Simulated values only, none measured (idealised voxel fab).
Presented below is a process module, voxel double patterning.
The cross-section on display is named cut; it measures 205 nm wide, and its cells are 5 nm squares.
The cross-sections in this document take the form of a grid made of square cells. They are written out as bands, in order from top to bottom. Each band consists of one or more rows of cells.
Heads up on the band format: heights come first, top then bottom, in nm. After that it's the materials left to right, each with its width in nm. A single material flagged "everywhere" fills the whole band edge to edge, and "empty" means there's empty space there.
Counting heights begins at 0, where everything beneath is, in the wafer as received, one material. The lowest band has no bottom; it goes on downwards, as "0 down" shows.
When a width is written as two numbers, as in "30 to 40", the first number is the width in the top row of cells of the band and the second is the width in its bottom row, and the width changes by the same amount from each row to the next.
Take "remains unaltered" at face value: in the step it is given for, the cross-section changed in none of its cells.
What "Encapsulated voids" gives you is every empty space of 8 cells or more that is cut off from the top. Each appears as width x height at distance, with the distance taken from the left edge and width, height and distance all in nm.
Past the settings on a step's line: simulator remark, on that step.
What "overlay nm" on a step's line means: if the step has a mask, that mask lay this far to the right of its planned place, or, when the value is negative, to the left.

**These are the steps we planned for the process**
- 1: RECEIVE, material Si
- 2: CONFORMAL_DEP, material SiO2, thk nm 10
- 3: DIRECTIONAL_DEP, material TiN, thk nm 10
- 4: DIRECTIONAL_DEP, material SiN, thk nm 5
- 5: MASKED_ETCH, tone open, mask id FIRST, width nm 15, pitch nm 50, etch materials SiN, depth nm 5, overlay nm 0
- 6: DIRECTIONAL_DEP, material aC, thk nm 15
- 7: PATTERN, tone open, mask id SECOND, material resist, width nm 15, pitch nm 50, thk nm 30, overlay nm -15
- 8: DIRECTIONAL_ETCH, etch materials aC, depth nm 15
- 9: STRIP, etch materials resist
- 10: DIRECTIONAL_ETCH, etch materials SiN, depth nm 5
- 11: STRIP, etch materials aC
- 12: DIRECTIONAL_ETCH, etch materials TiN, depth nm 10
- 13: STRIP, etch materials SiN
The plan's step 7 overlay nm is the first wafer's value; the wafers differ in this setting and start identical.

**Step 1 complete: as-received cross-section of the first of several wafers**
  0 down  Si everywhere
  Encapsulated voids: none

**Heads up, this table goes wafer by wafer. A row tells you, at the end of the module, how many cells of each material that wafer has put on (+) or dropped (-) since it was received, and then its closed voids**
overlay nm -15; +82 SiO2; +56 TiN; Encapsulated voids: none
overlay nm -10; +82 SiO2; +52 TiN; Encapsulated voids: none
overlay nm -5; +82 SiO2; +52 TiN; Encapsulated voids: none
overlay nm 0; +82 SiO2; +52 TiN; Encapsulated voids: none
overlay nm 5; +82 SiO2; +52 TiN; Encapsulated voids: none
overlay nm 10; +82 SiO2; +52 TiN; Encapsulated voids: none
overlay nm 15; +82 SiO2; +56 TiN; Encapsulated voids: none
